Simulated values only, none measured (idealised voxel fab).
Presented below is a process module, voxel trench capacitor.
cross-section cut | 205 nm wide | cells 5 nm
Cross-sections here: square-cell grids, written as top-down lists of bands, a band being one or more rows of cells.
Top height, bottom height, nm. Materials left to right, width each, nm. Single material + "throughout" = fills band edge to edge. "empty" = empty.
Height is counted from the level 0, under which the received wafer is composed throughout of one material. The lowest of the bands is not closed at the bottom but continues downward, in the notation "0 nm and below".
Quick explanation for "30..40": the width changes in equal steps down the rows of cells, from the first number in the band's top row to the second number in its bottom row.
The designation "left unchanged", where it is given for a processing step, indicates that no cell of the cross-section was altered in the course of that step.
"Enclosed internal voids" means: voids of 8 cells or more that are shut off from the top with no open way through. Written width x height at distance, distance from the left edge, in nm.
That trailing text on a step's line, after the settings, is the simulator's own remark on the step.
Among the settings permitted on a step's line is "overlay nm"; applied to a step with a mask, it specifies the extent to which the mask lay to the right of its planned position, whereas a negative figure signifies a position to the left.
The process steps that were planned are listed below
step 1: RECEIVE: material Si
step 2: CONFORMAL_DEP: material SiN, thk nm 5
step 3: DIRECTIONAL_DEP: material aC, thk nm 10
step 4: PATTERN: tone open, mask id TRENCH, material resist, width nm 20, pitch nm 50, thk nm 30, overlay nm 0
step 5: DIRECTIONAL_ETCH: etch materials aC, depth nm 10
step 6: STRIP: etch materials resist
step 7: DIRECTIONAL_ETCH: etch materials SiN, depth nm 5
step 8: DIRECTIONAL_ETCH: etch materials Si, depth nm 25
step 9: STRIP: etch materials aC
step 10: CONFORMAL_DEP: material Al2O3, thk nm 5
step 11: FILL_DEP: material polySi, thk nm 5
step 12: CMP: height nm 5
As-received wafer cross-section (after step 1)
> 0 nm and below  Si throughout
> Enclosed internal voids: none
Module complete, cross-section. Starting point and plan per above. One mistake made in running the module
> 5 nm to 0 nm  65 of SiN; 5 of Al2O3; 10 of polySi; 5 of Al2O3; 30 of SiN; 5 of Al2O3; 10 of polySi; 5 of Al2O3; 70 of SiN
> 0 nm to -45 nm  65 of Si; 5 of Al2O3; 10 of polySi; 5 of Al2O3; 30 of Si; 5 of Al2O3; 10 of polySi; 5 of Al2O3; 70 of Si
> -45 nm to -50 nm  65 of Si; 20 of Al2O3; 30 of Si; 20 of Al2O3; 70 of Si
> -50 nm and below  Si throughout
> Enclosed internal voids: none
It is concluded that the wafer was processed incorrectly with respect to the plan, in that step 8 of the plan was performed twice
